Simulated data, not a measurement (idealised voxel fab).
Process module, titled voxel self aligned vias
295 nm wide, 5 nm square cells: that's cross-section cut.
In what follows, cross-sections appear as grids of square cells, described through bands that run from the top down, where every band is one or more rows of cells. Each band's line starts with the height of the band's top and of its bottom, in nm. Then come its materials from left to right, each with its width in nm. One material with "full width" fills the band from edge to edge. "blank" is empty space. Note: height 0 marks the level under which the wafer is uniformly one material as received. Lowest band unbounded below, written "0 nm and below". Graded width ("30..40"): value in top row of band = first number; value in bottom row = second number; row-to-row change constant. "stayed the same" -> step changed no cross-section cell. Listed in "Sealed internal cavities": every empty space of 8 or more cells without an open way to the top. Form: width x height at distance, the distance being from the left edge, all in nm. The remark found on a step's line after its settings is issued by the simulator itself and pertains to that step. Each step line may optionally specify "overlay nm", which for a step with a mask gives the rightward distance between the mask's planned place and where it lay, a negative value indicating the leftward direction.

These are the steps we planned for the process
1: RECEIVE, material Si
2: CONFORMAL_DEP, material SiO2, thk nm 15
3: CONFORMAL_DEP, material SiCN, thk nm 5
4: DIRECTIONAL_DEP, material SiO2, thk nm 20
5: PATTERN, tone open, mask id LINES, material resist, width nm 30, pitch nm 65, thk nm 20, overlay nm 0
6: DIRECTIONAL_ETCH, etch materials SiO2, depth nm 20
7: STRIP, etch materials resist
8: CONFORMAL_DEP, material TiN, thk nm 5
9: FILL_DEP, material Ru, thk nm 10
10: CMP, height nm 40
11: SELECTIVE_ETCH, etch materials W Ru TiN, depth nm 10
12: FILL_DEP, material SiN, thk nm 10
13: CMP, height nm 40
14: DIRECTIONAL_DEP, material SiO2, thk nm 15
15: MASKED_ETCH, tone open, mask id VIAS, width nm 50, etch materials SiO2, depth nm 15, overlay nm 0
16: MASKED_ETCH, tone open, mask id VIAS, width nm 50, etch materials SiN, depth nm 10, overlay nm 0
17: CONFORMAL_DEP, material TiN, thk nm 5
18: FILL_DEP, material Ru, thk nm 5
19: CMP, height nm 55
20: CONFORMAL_DEP, material SiCN, thk nm 5

Cross-section of the incoming wafer, state after step 1
* 0 nm and below: Si full width
* Sealed internal cavities: none

What the wafer looks like in cross-section after this module, when it starts as shown above and follows the plan above but one mistake is made in running it
* 60 nm to 55 nm: SiCN full width
* 55 nm to 40 nm: SiO2 (90), TiN (5), Ru (40), TiN (5), SiO2 (155)
* 40 nm to 35 nm: SiO2 (90), TiN (5), Ru (40), TiN (5), SiO2 (25), SiN (30), SiO2 (100)
* 35 nm to 30 nm: SiO2 (90), TiN (50), SiO2 (25), SiN (30), SiO2 (100)
* 30 nm to 25 nm: SiO2 (90), TiN (15), Ru (20), TiN (15), SiO2 (25), TiN (5), Ru (20), TiN (5), SiO2 (100)
* 25 nm to 20 nm: SiO2 (100), TiN (30), SiO2 (35), TiN (30), SiO2 (100)
* 20 nm to 15 nm: SiCN full width
* 15 nm to 0 nm: SiO2 full width
* 0 nm and below: Si full width
* Sealed internal cavities: none
What broke from the plan during processing? step 15 was run twice
